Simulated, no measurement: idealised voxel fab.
process module | voxel spacer lines
It is cross-section cut that appears here, measuring 230 nm in width, its square cells being 5 nm in size.
Notation: cross-section as square-cell grid; stated in bands, top first, going down; one or more cell rows per band.
What a band's entry tells you: where the top is and where the bottom is, as heights in nm, and after that what lies inside, material by material from left to right, each with its width in nm. Empty space is written as the word "blank", and a single material marked with the word "edge to edge" occupies the band from edge to edge.
The reference from which all heights are counted is 0, the level beneath which the as-received wafer is entirely one material; the lowest band, having no lower bound, proceeds downward and is written after the example "0..down".
Width: "30..40" (first number = top row, second number = bottom row, same change from row to row of cells).
Step marked "remained the same"? Then no cell in the cross-section changed in it.
Reported under the label "Sealed internal cavities" are the empty spaces having no open way to the top and comprising 8 cells or more; the notation for each is width x height at distance, in which the distance is measured from the left edge and all three values are in nm.
What comes after the settings on a step's line is commentary from the simulator itself on that step.
Each step line may optionally specify "overlay nm", which for a step with a mask gives the rightward distance between the mask's planned place and where it lay, a negative value indicating the leftward direction.

This section lists the process steps that were planned:
- 1: op RECEIVE | material Si
- 2: op CONFORMAL_DEP | material Al2O3 | thk nm 5
- 3: op DIRECTIONAL_DEP | material SiN | thk nm 15
- 4: op DIRECTIONAL_DEP | material aC | thk nm 25
- 5: op PATTERN | tone cover | mask id MANDREL | material resist | width nm 15 | pitch nm 80 | thk nm 30 | overlay nm 0
- 6: op DIRECTIONAL_ETCH | etch materials aC | depth nm 25
- 7: op STRIP | etch materials resist
- 8: op CONFORMAL_DEP | material SiO2 | thk nm 15
- 9: op DIRECTIONAL_ETCH | etch materials SiO2 | depth nm 15
- 10: op STRIP | etch materials aC
- 11: op DIRECTIONAL_ETCH | etch materials SiN | depth nm 15
- 12: op STRIP | etch materials SiO2
Same starting wafers, different width nm at step 5. Plan value belongs to the first wafer.

Cross-section of the first incoming wafer of several, state after step 1:
0..down  Si edge to edge
Sealed internal cavities: none

At the end of the module, after its last step, step 12, the first of several wafers appears in cross-section as follows:
20..5  50 of blank, 15 of SiN, 15 of blank, 15 of SiN, 35 of blank, 15 of SiN, 15 of blank, 15 of SiN, 55 of blank
5..0  Al2O3 edge to edge
0..down  Si edge to edge
Sealed internal cavities: none

So this is the cross-section on the last wafer at the end of the module:
20..5  40 of blank, 15 of SiN, 40 of blank, 15 of SiN, 10 of blank, 15 of SiN, 40 of blank, 15 of SiN, 40 of blank
5..0  Al2O3 edge to edge
0..down  Si edge to edge
Sealed internal cavities: none

The following table contains a row per wafer, in which are reported, at the conclusion of the module, the cells of each material gained (+) or lost (-) since the wafer's receipt, with its closed voids given thereafter:
width nm 15; +46 Al2O3; +36 SiN; Sealed internal cavities: none
width nm 20; +46 Al2O3; +36 SiN; Sealed internal cavities: none
width nm 25; +46 Al2O3; +36 SiN; Sealed internal cavities: none
width nm 30; +46 Al2O3; +36 SiN; Sealed internal cavities: none
width nm 35; +46 Al2O3; +36 SiN; Sealed internal cavities: none
width nm 40; +46 Al2O3; +36 SiN; Sealed internal cavities: none
